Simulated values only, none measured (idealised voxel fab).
Presented below is a process module, voxel released beams.
The cross-section on display is named cut; it measures 140 nm wide, and its cells are 5 nm squares.
Heads up, the way a cross-section reads in here is a grid of square cells, handed over as bands from the top down, with every band being one or more rows of cells.
Read a band's entry like this: the first values are the height of its top and the height of its bottom in nm, and what follows is the sequence of materials from left to right, each with its width in nm. Note that "air" is empty space, and that a single material marked "throughout" reaches across the band from edge to edge.
The level at which height equals 0 is the one under which the wafer, as it arrives, is entirely one material. No lower edge exists for the bottom band, which continues downward and is notated as in "0 down".
Read "30 to 40" as a graded width: first number on top, second number at the bottom, same change between each pair of neighbouring rows.
What does "same as before" mean for a step? It means no cell of the cross-section changed in that step.
"Fully closed voids" - sealed voids, min. 8 cells, no opening to top; format: width x height at distance (distance from left edge; nm throughout).
It should be noted that, on the line of a given step, the content following the step's settings is a remark produced by the simulator itself with respect to that step.
A step's line can hold "overlay nm"; with a mask on that step, the setting says how far right of the planned place the mask lay, while a negative setting says it lay to the left.

This section lists the process steps that were planned:
1. RECEIVE with material Si
2. CONFORMAL_DEP with material SiN, thk nm 10
3. DIRECTIONAL_DEP with material SiO2, thk nm 10
4. MASKED_ETCH with tone open, mask id ANCHOR, width nm 35, etch materials SiO2, depth nm 10, overlay nm 0
5. CONFORMAL_DEP with material polySi, thk nm 15
6. DIRECTIONAL_DEP with material aC, thk nm 15
7. PATTERN with tone cover, mask id BEAM, material resist, width nm 80, thk nm 35, overlay nm 0
8. DIRECTIONAL_ETCH with etch materials aC, depth nm 15
9. STRIP with etch materials resist
10. DIRECTIONAL_ETCH with etch materials polySi, depth nm 15
11. STRIP with etch materials aC
12. STRIP with etch materials SiO2

Cross-section, incoming material, after step 1:
	0 down  Si throughout
	Fully closed voids: none

Looking at the first of two wafers in cross-section at end of module - ran to plan:
	35 to 25  25 of air | 20 of polySi | 5 of air | 55 of polySi | 35 of air
	25 to 20  25 of air | 80 of polySi | 35 of air
	20 to 10  30 of air | 35 of polySi | 75 of air
	10 to 0  SiN throughout
	0 down  Si throughout
	Fully closed voids: none

End-of-module cross-section of the second wafer: identical starting point and process plan to the first, with one processing mistake:
	35 to 25  25 of air | 55 of polySi | 60 of air
	25 to 20  25 of air | 80 of polySi | 35 of air
	20 to 10  15 of air | 15 of polySi | 35 of SiO2 | 40 of polySi | 35 of air
	10 to 0  SiN throughout
	0 down  Si throughout
	Fully closed voids: none
What was done differently from what was planned? heads up, step 4 didn't go per plan, it actually ran as MASKED_ETCH with tone cover, mask id ANCHOR, width nm 35, etch materials SiO2, depth nm 10, overlay nm 0
Count the cells at the end and the second wafer has more or fewer of some materials than the first: SiO2: 14 more
